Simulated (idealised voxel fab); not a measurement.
The process module that follows is named voxel self aligned vias.
It is cross-section cut that appears here, measuring 285 nm in width, its square cells being 5 nm in size.
A cross-section is written here as square cells arranged in a grid, and it is given in bands from the top down, each band taking up one or more rows of cells. Heights first: top, then bottom, in nm. Then materials, left to right, each with a width in nm. "everywhere" on a single material: fills the band edge to edge. "blank": empty space. Counting heights begins at 0, where everything beneath is, in the wafer as received, one material. The lowest band has no bottom; it goes on downwards, as "0..down" shows. The width entry "30->40" should be interpreted row by row: the top row of cells in the band takes the first number, the bottom row takes the second number, and the change between adjacent rows is uniform throughout. Step note "everything unchanged" = no cross-section cell changed. Look at "Closed internal voids" for the closed voids: empty spaces with no open path to the top, sized 8 cells or up. Each is width x height at distance, distance from the left edge, all nm. If you see something after the settings on a step's line, that's the simulator's own remark about that step. Steps that use a mask can have "overlay nm" on their line. It says how far the mask sat to the right of where it was meant to be. Negative means to the left.

### Planned step list for the process
| 1 | op RECEIVE | material Si |
| 2 | op CONFORMAL_DEP | material SiO2 | thk nm 15 |
| 3 | op CONFORMAL_DEP | material SiCN | thk nm 5 |
| 4 | op DIRECTIONAL_DEP | material SiO2 | thk nm 20 |
| 5 | op PATTERN | tone open | mask id LINES | material resist | width nm 20 | pitch nm 45 | thk nm 15 | overlay nm 0 |
| 6 | op DIRECTIONAL_ETCH | etch materials SiO2 | depth nm 20 |
| 7 | op STRIP | etch materials resist |
| 8 | op CONFORMAL_DEP | material TiN | thk nm 5 |
| 9 | op FILL_DEP | material W | thk nm 5 |
| 10 | op CMP | height nm 40 |
| 11 | op SELECTIVE_ETCH | etch materials W Ru TiN | depth nm 5 |
| 12 | op FILL_DEP | material SiN | thk nm 10 |
| 13 | op CMP | height nm 40 |
| 14 | op DIRECTIONAL_DEP | material SiO2 | thk nm 15 |
| 15 | op DIRECTIONAL_DEP | material aC | thk nm 15 |
| 16 | op PATTERN | tone open | mask id VIAS | material resist | width nm 30 | thk nm 30 | overlay nm 0 |
| 17 | op DIRECTIONAL_ETCH | etch materials aC | depth nm 15 |
| 18 | op STRIP | etch materials resist |
| 19 | op DIRECTIONAL_ETCH | etch materials SiO2 | depth nm 15 |
| 20 | op DIRECTIONAL_ETCH | etch materials SiN | depth nm 5 |
| 21 | op STRIP | etch materials aC |
| 22 | op CONFORMAL_DEP | material TiN | thk nm 5 |
| 23 | op FILL_DEP | material W | thk nm 5 |
| 24 | op CMP | height nm 55 |
| 25 | op CONFORMAL_DEP | material SiN | thk nm 5 |

### Cross-section of the wafer upon arrival, representing the state reached after step 1
- 0..down = Si everywhere
- Closed internal voids: none

### Below is the wafer in cross-section after the module was completed. It began from the starting point shown above and followed the plan shown above, except that one mistake was made while running it
- 60..55 = SiN everywhere
- 55..45 = 105 of SiO2, 5 of TiN, 20 of W, 5 of TiN, 150 of SiO2
- 45..40 = 105 of SiO2, 30 of TiN, 150 of SiO2
- 40..35 = SiCN everywhere
- 35..0 = SiO2 everywhere
- 0..down = Si everywhere
- Closed internal voids: none
Heads up, the wafer didn't run the way we planned it: the intended sequence of steps 3 and 4 was reversed during processing, with each occupying the position of the other
